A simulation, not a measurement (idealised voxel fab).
process module | voxel air gaps
cross-section cut | 165 nm wide | cells 5 nm
A cross-section is a grid of square cells, given in bands from the top down. A band is one or more rows of cells.
Each band's line starts with the height of the band's top and of its bottom, in nm. Then come its materials from left to right, each with its width in nm. One material with "throughout" fills the band from edge to edge. "air" is empty space.
Height 0 is the level under which the wafer as received is all one material. The lowest band goes on downwards, as in "0 down".
A width such as "30 to 40" changes by the same amount from each row of cells to the next, from the band's top row to its bottom row.
"no change" after a step means that no cell of the cross-section changed.
closed voids: empty space of 8 cells or more with no open way to the top, each as width x height at its distance from the left edge, in nm
after a step's settings: what the simulator itself notes on the step
overlay nm, on a step with a mask: how far to the right of its planned place the mask lay; to the left if negative
plan
1 op RECEIVE | material Si
2 op CONFORMAL_DEP | material SiO2 | thk nm 15
3 op CONFORMAL_DEP | material SiCN | thk nm 5
4 op DIRECTIONAL_DEP | material SiO2 | thk nm 30
5 op DIRECTIONAL_DEP | material aC | thk nm 10
6 op PATTERN | tone open | mask id LINES | material resist | width nm 15 | pitch nm 40 | thk nm 25 | overlay nm 0
7 op DIRECTIONAL_ETCH | etch materials aC | depth nm 10
8 op STRIP | etch materials resist
9 op DIRECTIONAL_ETCH | etch materials SiO2 | depth nm 30
10 op STRIP | etch materials aC
11 op CONFORMAL_DEP | material TiN | thk nm 5
12 op FILL_DEP | material W | thk nm 10
13 op CMP | height nm 50
14 op EPI | material Ru | thk nm 10
15 op SELECTIVE_ETCH | etch materials SiO2 | depth nm 40
16 op CONFORMAL_DEP | material SiCN | thk nm 5
varied across the wafers: width nm of step 6. The plan shows the first wafer's value. All wafers start alike
first wafer as received, after step 1
  0 down: Si throughout
  closed voids: none
each wafer at the end: cells of each material gained (+) or lost (-) since it was received, then its closed voids
width nm 15 | +42 Ru | +130 SiCN | +99 SiO2 | +39 TiN | +15 W | closed voids: 15 x 20 at 55; 15 x 20 at 95
width nm 20 | +48 Ru | +90 SiCN | +147 SiO2 | +42 TiN | +30 W | closed voids: none
width nm 25 | +50 Ru | +90 SiCN | +135 SiO2 | +45 TiN | +45 W | closed voids: none
